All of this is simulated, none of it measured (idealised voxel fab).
Process module heading - voxel tone inversion
Shown is cross-section cut, with a width of 230 nm and square cells of size 5 nm.
Cross-section spec: square-cell grid; bands listed top down; each band is one or more rows.
Top height, bottom height, nm. Materials left to right, width each, nm. Single material + "full width" = fills band edge to edge. "empty" = empty.
Below 0: as-received wafer, all one material; heights counted from there. Lowest band: no bottom, goes on down, written "0 -> down".
So if you see something like "30..40" for the width, read it as the top row of the band sitting at the first number and the bottom row at the second, with every row in between moving by the same amount as the last.
Where the words "nothing altered" appear for a step, the cross-section shows no cell changed by that step; every cell remained as before.
The label "Closed cavities" introduces a list of the empty spaces, 8 cells or larger, that have no open way up to the top; each entry in it reads width x height at distance, where the distance is taken from the left edge and all three are stated in nm.
Post-settings text on a step line: simulator's own remark regarding the step.
overlay nm: how far to the right of its planned place the mask lay on this masked step (negative: to the left).
**plan**
1 RECEIVE: material Si
2 CONFORMAL_DEP: material SiN, thk nm 10
3 DIRECTIONAL_DEP: material polySi, thk nm 15
4 PATTERN: tone cover, mask id POSTS, material resist, width nm 20, pitch nm 35, thk nm 25, overlay nm 0
5 DIRECTIONAL_ETCH: etch materials polySi, depth nm 15
6 STRIP: etch materials resist
7 FILL_DEP: material lowk, thk nm 5
8 CMP: height nm 25
9 STRIP: etch materials polySi
10 CONFORMAL_DEP: material TiN, thk nm 5
11 FILL_DEP: material W, thk nm 5
12 CMP: height nm 25
13 CONFORMAL_DEP: material SiN, thk nm 5
**As received (post step 1): cross-section**
	0 -> down = Si full width
	Closed cavities: none
**Cross-section: first of two wafers, module finished, run according to plan**
	30 -> 25 = SiN full width
	25 -> 15 = lowk (85) | TiN (5) | W (10) | TiN (5) | lowk (15) | TiN (5) | W (10) | TiN (5) | lowk (90)
	15 -> 10 = lowk (85) | TiN (20) | lowk (15) | TiN (20) | lowk (90)
	10 -> 0 = SiN full width
	0 -> down = Si full width
	Closed cavities: none
**Second wafer through the module, sectioned at the end: same beginning and same plan as the first wafer, with one mistake in carrying it out**
	30 -> 25 = SiN full width
	25 -> 15 = lowk (75) | TiN (5) | W (10) | TiN (5) | lowk (15) | TiN (5) | W (10) | TiN (5) | lowk (100)
	15 -> 10 = lowk (75) | TiN (20) | lowk (15) | TiN (20) | lowk (100)
	10 -> 0 = SiN full width
	0 -> down = Si full width
	Closed cavities: none
Diagnosis: step 4 was not run as planned; what actually ran was PATTERN: tone cover, mask id POSTS, material resist, width nm 20, pitch nm 35, thk nm 25, overlay nm -10
The two final wafers agree on how many cells each material fills and disagree on which cells those are.
